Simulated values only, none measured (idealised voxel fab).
process module | voxel plated lines
cross-section cut | 180 nm wide | cells 5 nm
A cross-section is a grid of square cells, given in bands from the top down. A band is one or more rows of cells.
Each band's line starts with the height of the band's top and of its bottom, in nm. Then come its materials from left to right, each with its width in nm. One material with "throughout" fills the band from edge to edge. "air" is empty space.
Height 0 is the level under which the wafer as received is all one material. The lowest band goes on downwards, as in "0 down".
A width such as "30 to 40" changes by the same amount from each row of cells to the next, from the band's top row to its bottom row.
"no change" after a step means that no cell of the cross-section changed.
closed voids: empty space of 8 cells or more with no open way to the top, each as width x height at its distance from the left edge, in nm
after a step's settings: what the simulator itself notes on the step
overlay nm, on a step with a mask: how far to the right of its planned place the mask lay; to the left if negative
plan
1 op RECEIVE | material Si
2 op CONFORMAL_DEP | material Al2O3 | thk nm 15
3 op DIRECTIONAL_DEP | material TiN | thk nm 5
4 op PATTERN | tone open | mask id LINES | material resist | width nm 15 | pitch nm 35 | thk nm 25 | overlay nm 0
5 op EPI | material Ru | thk nm 10
6 op EPI | material Ru | thk nm 10
7 op STRIP | etch materials resist
8 op DIRECTIONAL_ETCH | etch materials TiN | depth nm 5
9 op CONFORMAL_DEP | material SiO2 | thk nm 5
varied across the wafers: thk nm of step 9. The plan shows the first wafer's value. All wafers start alike
first wafer as received, after step 1
  0 down: Si throughout
  closed voids: none
first wafer at the end, after step 9
  45 to 40: air 60 | SiO2 25 | air 10 | SiO2 25 | air 60
  40 to 20: air 60 | SiO2 5 | Ru 15 | SiO2 5 | air 10 | SiO2 5 | Ru 15 | SiO2 5 | air 60
  20 to 15: SiO2 65 | TiN 15 | SiO2 20 | TiN 15 | SiO2 65
  15 to 0: Al2O3 throughout
  0 down: Si throughout
  closed voids: none
last wafer at the end
  65 to 40: air 40 | SiO2 100 | air 40
  40 to 20: SiO2 65 | Ru 15 | SiO2 20 | Ru 15 | SiO2 65
  20 to 15: SiO2 65 | TiN 15 | SiO2 20 | TiN 15 | SiO2 65
  15 to 0: Al2O3 throughout
  0 down: Si throughout
  closed voids: none
each wafer at the end: cells of each material gained (+) or lost (-) since it was received, then its closed voids
thk nm 5 | +108 Al2O3 | +24 Ru | +56 SiO2 | +6 TiN | closed voids: none
thk nm 10 | +108 Al2O3 | +24 Ru | +112 SiO2 | +6 TiN | closed voids: none
thk nm 15 | +108 Al2O3 | +24 Ru | +158 SiO2 | +6 TiN | closed voids: none
thk nm 20 | +108 Al2O3 | +24 Ru | +204 SiO2 | +6 TiN | closed voids: none
thk nm 25 | +108 Al2O3 | +24 Ru | +250 SiO2 | +6 TiN | closed voids: none
